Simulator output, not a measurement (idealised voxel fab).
A process module follows: voxel wiring stack.
Shown is cross-section cut, with a width of 300 nm and square cells of size 5 nm.
Just so we're on the same page, the cross-sections are grids of square cells, and they're listed out in bands top to bottom, each band one or more rows deep.
The entry gives the band's vertical extent as a top height and a bottom height in nm, then its horizontal make-up as materials from left to right, each with a width in nm. "blank" stands for empty space; a single material marked "everywhere" fills the band edge to edge.
Zero point of the height axis is 0; under it, received wafer = one material. Lowest band: continues down indefinitely, "from 0 down".
With a width like "30->40", each row of cells in the band differs from the next by the same amount, the top row carrying the first number and the bottom row the second.
Step marked "nothing altered"? Then no cell in the cross-section changed in it.
Enclosed voids (no open way to top), threshold 8 cells or more, entry "Catalogued sealed voids", notation width x height at distance, distance from left edge, nm.
It should be noted that, on the line of a given step, the content following the step's settings is a remark produced by the simulator itself with respect to that step.
"overlay nm" on a masked step: distance the mask lay right of its planned place, negative for left.

**Listed below are the process steps as planned**
1 RECEIVE | material Si
2 CONFORMAL_DEP | material SiO2 | thk nm 10
3 DIRECTIONAL_DEP | material TiN | thk nm 5
4 DIRECTIONAL_DEP | material W | thk nm 20
5 PATTERN | tone cover | mask id METAL_1 | material resist | width nm 30 | pitch nm 60 | thk nm 20 | overlay nm 0
6 DIRECTIONAL_ETCH | etch materials W | depth nm 20
7 DIRECTIONAL_ETCH | etch materials TiN | depth nm 5
8 STRIP | etch materials resist
9 CONFORMAL_DEP | material SiN | thk nm 5
10 FILL_DEP | material SiO2 | thk nm 5
11 CMP | height nm 35
12 CONFORMAL_DEP | material SiCN | thk nm 5
13 DIRECTIONAL_DEP | material SiO2 | thk nm 30
14 MASKED_ETCH | tone open | mask id METAL_2_HOLES | width nm 15 | pitch nm 60 | etch materials SiO2 | depth nm 30 | overlay nm 0
15 PATTERN | tone open | mask id METAL_2 | material resist | width nm 30 | pitch nm 60 | thk nm 15 | overlay nm 0
16 DIRECTIONAL_ETCH | etch materials SiO2 | depth nm 15
17 DIRECTIONAL_ETCH | etch materials SiCN | depth nm 5
18 STRIP | etch materials resist
19 CONFORMAL_DEP | material TiN | thk nm 5
20 FILL_DEP | material Cu | thk nm 10
21 CMP | height nm 70
22 CONFORMAL_DEP | material SiCN | thk nm 5

**Cross-section, incoming material, after step 1**
> from 0 down  Si everywhere
> Catalogued sealed voids: none

**The cross-section shown corresponds to the wafer at the conclusion of the module. The initial structure and the process plan are those presented above; however, one mistake occurred in executing the plan**
> from 75 to 70  SiCN everywhere
> from 70 to 60  75 SiO2, then 5 TiN, then 20 Cu, then 5 TiN, then 30 SiO2, then 5 TiN, then 20 Cu, then 5 TiN, then 30 SiO2, then 5 TiN, then 20 Cu, then 5 TiN, then 75 SiO2
> from 60 to 55  75 SiO2, then 5 TiN, then 5 Cu, then 20 TiN, then 30 SiO2, then 5 TiN, then 5 Cu, then 20 TiN, then 30 SiO2, then 5 TiN, then 5 Cu, then 20 TiN, then 75 SiO2
> from 55 to 40  75 SiO2, then 5 TiN, then 5 Cu, then 5 TiN, then 45 SiO2, then 5 TiN, then 5 Cu, then 5 TiN, then 45 SiO2, then 5 TiN, then 5 Cu, then 5 TiN, then 90 SiO2
> from 40 to 35  75 SiCN, then 15 TiN, then 45 SiCN, then 15 TiN, then 45 SiCN, then 15 TiN, then 90 SiCN
> from 35 to 30  75 SiN, then 30 TiN, then 30 SiN, then 30 TiN, then 30 SiN, then 30 TiN, then 75 SiN
> from 30 to 10  W everywhere
> from 10 to 0  SiO2 everywhere
> from 0 down  Si everywhere
> Catalogued sealed voids: none
Where did the run depart from the plan? steps 3 and 4: order swapped relative to plan
